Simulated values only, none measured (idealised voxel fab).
The process module presented herein is designated voxel wiring stack.
Shown is cross-section cut, with a width of 155 nm and square cells of size 5 nm.
How to read a cross-section here: the picture is a grid of square cells, written as bands going from the top down, and any band can span one or more rows of cells. Heads up on the band format: heights come first, top then bottom, in nm. After that it's the materials left to right, each with its width in nm. A single material flagged "all across" fills the whole band edge to edge, and "blank" means there's empty space there. Note: height 0 marks the level under which the wafer is uniformly one material as received. Lowest band unbounded below, written "0 nm and below". The width entry "30 to 40" should be interpreted row by row: the top row of cells in the band takes the first number, the bottom row takes the second number, and the change between adjacent rows is uniform throughout. Take "identical to before" at face value: in the step it is given for, the cross-section changed in none of its cells. Empty spaces counting at least 8 cells and having no open way to the top are listed in "Sealed internal cavities". The notation width x height at distance is used for each, the distance being from the left edge and all three values in nm. Step line, after settings: the simulator's comment on this step. Steps that use a mask can have "overlay nm" on their line. It says how far the mask sat to the right of where it was meant to be. Negative means to the left.

## List of planned process steps
1,RECEIVE,material Si
2,CONFORMAL_DEP,material SiO2,thk nm 15
3,CONFORMAL_DEP,material SiN,thk nm 5
4,DIRECTIONAL_DEP,material SiO2,thk nm 25
5,DIRECTIONAL_DEP,material aC,thk nm 10
6,PATTERN,tone open,mask id METAL_1,material resist,width nm 25,pitch nm 45,thk nm 25,overlay nm 0
7,DIRECTIONAL_ETCH,etch materials aC,depth nm 10
8,STRIP,etch materials resist
9,DIRECTIONAL_ETCH,etch materials SiO2,depth nm 25
10,DIRECTIONAL_ETCH,etch materials SiN,depth nm 5
11,STRIP,etch materials aC
12,CONFORMAL_DEP,material TiN,thk nm 5
13,FILL_DEP,material Ru,thk nm 5
14,CMP,height nm 45
15,CONFORMAL_DEP,material SiCN,thk nm 5
16,DIRECTIONAL_DEP,material lowk,thk nm 25
17,DIRECTIONAL_DEP,material aC,thk nm 10
18,PATTERN,tone open,mask id METAL_2_HOLES,material resist,width nm 15,pitch nm 45,thk nm 30,overlay nm 0
19,DIRECTIONAL_ETCH,etch materials aC,depth nm 10
20,STRIP,etch materials resist
21,DIRECTIONAL_ETCH,etch materials lowk,depth nm 25
22,STRIP,etch materials aC
23,MASKED_ETCH,tone open,mask id METAL_2,width nm 25,pitch nm 45,etch materials lowk,depth nm 15,overlay nm 0
24,MASKED_ETCH,tone open,mask id METAL_2,width nm 25,pitch nm 45,etch materials SiCN,depth nm 5,overlay nm 0
25,CONFORMAL_DEP,material TiN,thk nm 5
26,FILL_DEP,material Cu,thk nm 10
27,CMP,height nm 75
28,CONFORMAL_DEP,material SiCN,thk nm 5
29,DIRECTIONAL_DEP,material SiO2,thk nm 35
30,PATTERN,tone open,mask id METAL_3_HOLES,material resist,width nm 15,thk nm 20,overlay nm 0
31,DIRECTIONAL_ETCH,etch materials SiO2,depth nm 35
32,STRIP,etch materials resist
33,PATTERN,tone open,mask id METAL_3,material resist,width nm 25,pitch nm 45,thk nm 15,overlay nm 0
34,DIRECTIONAL_ETCH,etch materials SiO2,depth nm 20
35,DIRECTIONAL_ETCH,etch materials SiCN,depth nm 5
36,STRIP,etch materials resist
37,CONFORMAL_DEP,material TiN,thk nm 5
38,FILL_DEP,material Cu,thk nm 5
39,CMP,height nm 115
40,CONFORMAL_DEP,material SiN,thk nm 5
Split variable: width nm, step 18. Plan value = first wafer. Wafers start alike.

## Here's the first of the wafers in cross-section, just as we got it, i.e. after step 1
	0 nm and below = Si all across
	Sealed internal cavities: none

## Per wafer, end of module: cells gained (+) or lost (-) per material since receipt, then closed voids
width nm 15, +40 Cu, +30 Ru, +53 SiCN, +52 SiN, +366 SiO2, +90 TiN, +113 lowk, Sealed internal cavities: none
width nm 20, +46 Cu, +30 Ru, +51 SiCN, +52 SiN, +366 SiO2, +90 TiN, +109 lowk, Sealed internal cavities: none
width nm 25, +54 Cu, +30 Ru, +51 SiCN, +52 SiN, +366 SiO2, +92 TiN, +99 lowk, Sealed internal cavities: none
width nm 30, +60 Cu, +30 Ru, +49 SiCN, +52 SiN, +366 SiO2, +92 TiN, +95 lowk, Sealed internal cavities: none
